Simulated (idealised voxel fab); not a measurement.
process module | voxel trench capacitor
cross-section cut | 300 nm wide | cells 5 nm
A cross-section is a grid of square cells, given in bands from the top down. A band is one or more rows of cells.
Each band's line starts with the height of the band's top and of its bottom, in nm. Then come its materials from left to right, each with its width in nm. One material with "throughout" fills the band from edge to edge. "air" is empty space.
Height 0 is the level under which the wafer as received is all one material. The lowest band goes on downwards, as in "0 down".
A width such as "30 to 40" changes by the same amount from each row of cells to the next, from the band's top row to its bottom row.
"no change" after a step means that no cell of the cross-section changed.
closed voids: empty space of 8 cells or more with no open way to the top, each as width x height at its distance from the left edge, in nm
after a step's settings: what the simulator itself notes on the step
overlay nm, on a step with a mask: how far to the right of its planned place the mask lay; to the left if negative
plan
1 op RECEIVE | material Si
2 op CONFORMAL_DEP | material SiN | thk nm 10
3 op PATTERN | tone open | mask id TRENCH | material resist | width nm 15 | pitch nm 40 | thk nm 20 | overlay nm 0
4 op DIRECTIONAL_ETCH | etch materials SiN | depth nm 10
5 op DIRECTIONAL_ETCH | etch materials Si | depth nm 25
6 op STRIP | etch materials resist
7 op CONFORMAL_DEP | material Al2O3 | thk nm 5
8 op FILL_DEP | material polySi | thk nm 5
9 op CMP | height nm 10
first wafer, as planned
as received, after step 1
  0 down: Si throughout
  closed voids: none
after step 2
  10 to 0: SiN throughout
  below 0: unchanged
after step 3
  30 to 10: resist 80 | air 15 | resist 25 | air 15 | resist 25 | air 15 | resist 25 | air 15 | resist 85
  below 10: unchanged
after step 4
  30 to 10: resist 80 | air 15 | resist 25 | air 15 | resist 25 | air 15 | resist 25 | air 15 | resist 85
  10 to 0: SiN 80 | air 15 | SiN 25 | air 15 | SiN 25 | air 15 | SiN 25 | air 15 | SiN 85
  below 0: unchanged
after step 5
  30 to 10: resist 80 | air 15 | resist 25 | air 15 | resist 25 | air 15 | resist 25 | air 15 | resist 85
  10 to 0: SiN 80 | air 15 | SiN 25 | air 15 | SiN 25 | air 15 | SiN 25 | air 15 | SiN 85
  0 to -25: Si 80 | air 15 | Si 25 | air 15 | Si 25 | air 15 | Si 25 | air 15 | Si 85
  below -25: unchanged
after step 6
  10 to 0: SiN 80 | air 15 | SiN 25 | air 15 | SiN 25 | air 15 | SiN 25 | air 15 | SiN 85
  below 0: unchanged
after step 7
  15 to 10: Al2O3 85 | air 5 | Al2O3 35 | air 5 | Al2O3 35 | air 5 | Al2O3 35 | air 5 | Al2O3 90
  10 to 0: SiN 80 | Al2O3 5 | air 5 | Al2O3 5 | SiN 25 | Al2O3 5 | air 5 | Al2O3 5 | SiN 25 | Al2O3 5 | air 5 | Al2O3 5 | SiN 25 | Al2O3 5 | air 5 | Al2O3 5 | SiN 85
  0 to -20: Si 80 | Al2O3 5 | air 5 | Al2O3 5 | Si 25 | Al2O3 5 | air 5 | Al2O3 5 | Si 25 | Al2O3 5 | air 5 | Al2O3 5 | Si 25 | Al2O3 5 | air 5 | Al2O3 5 | Si 85
  -20 to -25: Si 80 | Al2O3 15 | Si 25 | Al2O3 15 | Si 25 | Al2O3 15 | Si 25 | Al2O3 15 | Si 85
  below -25: unchanged
after step 8
  20 to 15: polySi throughout
  15 to 10: Al2O3 85 | polySi 5 | Al2O3 35 | polySi 5 | Al2O3 35 | polySi 5 | Al2O3 35 | polySi 5 | Al2O3 90
  10 to 0: SiN 80 | Al2O3 5 | polySi 5 | Al2O3 5 | SiN 25 | Al2O3 5 | polySi 5 | Al2O3 5 | SiN 25 | Al2O3 5 | polySi 5 | Al2O3 5 | SiN 25 | Al2O3 5 | polySi 5 | Al2O3 5 | SiN 85
  0 to -20: Si 80 | Al2O3 5 | polySi 5 | Al2O3 5 | Si 25 | Al2O3 5 | polySi 5 | Al2O3 5 | Si 25 | Al2O3 5 | polySi 5 | Al2O3 5 | Si 25 | Al2O3 5 | polySi 5 | Al2O3 5 | Si 85
  below -20: unchanged
after step 9
  10 to 0: SiN 80 | Al2O3 5 | polySi 5 | Al2O3 5 | SiN 25 | Al2O3 5 | polySi 5 | Al2O3 5 | SiN 25 | Al2O3 5 | polySi 5 | Al2O3 5 | SiN 25 | Al2O3 5 | polySi 5 | Al2O3 5 | SiN 85
  below 0: unchanged
second wafer: like start, like plan, one mistake. Through step 4 it matches the first wafer
when step 5 should have ended
  30 to 10: resist 80 | air 15 | resist 25 | air 15 | resist 25 | air 15 | resist 25 | air 15 | resist 85
  10 to 0: SiN 80 | air 15 | SiN 25 | air 15 | SiN 25 | air 15 | SiN 25 | air 15 | SiN 85
  0 to -50: Si 80 | air 15 | Si 25 | air 15 | Si 25 | air 15 | Si 25 | air 15 | Si 85
  below -50: unchanged
when step 6 should have ended
  10 to 0: SiN 80 | air 15 | SiN 25 | air 15 | SiN 25 | air 15 | SiN 25 | air 15 | SiN 85
  below 0: unchanged
when step 7 should have ended
  15 to 10: Al2O3 85 | air 5 | Al2O3 35 | air 5 | Al2O3 35 | air 5 | Al2O3 35 | air 5 | Al2O3 90
  10 to 0: SiN 80 | Al2O3 5 | air 5 | Al2O3 5 | SiN 25 | Al2O3 5 | air 5 | Al2O3 5 | SiN 25 | Al2O3 5 | air 5 | Al2O3 5 | SiN 25 | Al2O3 5 | air 5 | Al2O3 5 | SiN 85
  0 to -45: Si 80 | Al2O3 5 | air 5 | Al2O3 5 | Si 25 | Al2O3 5 | air 5 | Al2O3 5 | Si 25 | Al2O3 5 | air 5 | Al2O3 5 | Si 25 | Al2O3 5 | air 5 | Al2O3 5 | Si 85
  -45 to -50: Si 80 | Al2O3 15 | Si 25 | Al2O3 15 | Si 25 | Al2O3 15 | Si 25 | Al2O3 15 | Si 85
  below -50: unchanged
when step 8 should have ended
  20 to 15: polySi throughout
  15 to 10: Al2O3 85 | polySi 5 | Al2O3 35 | polySi 5 | Al2O3 35 | polySi 5 | Al2O3 35 | polySi 5 | Al2O3 90
  10 to 0: SiN 80 | Al2O3 5 | polySi 5 | Al2O3 5 | SiN 25 | Al2O3 5 | polySi 5 | Al2O3 5 | SiN 25 | Al2O3 5 | polySi 5 | Al2O3 5 | SiN 25 | Al2O3 5 | polySi 5 | Al2O3 5 | SiN 85
  0 to -45: Si 80 | Al2O3 5 | polySi 5 | Al2O3 5 | Si 25 | Al2O3 5 | polySi 5 | Al2O3 5 | Si 25 | Al2O3 5 | polySi 5 | Al2O3 5 | Si 25 | Al2O3 5 | polySi 5 | Al2O3 5 | Si 85
  below -45: unchanged
when step 9 should have ended
  10 to 0: SiN 80 | Al2O3 5 | polySi 5 | Al2O3 5 | SiN 25 | Al2O3 5 | polySi 5 | Al2O3 5 | SiN 25 | Al2O3 5 | polySi 5 | Al2O3 5 | SiN 25 | Al2O3 5 | polySi 5 | Al2O3 5 | SiN 85
  below 0: unchanged
what went wrong: step 5 was run twice
at the end the second wafer has, in cells: 40 more of Al2O3 | 60 fewer of Si | 20 more of polySi
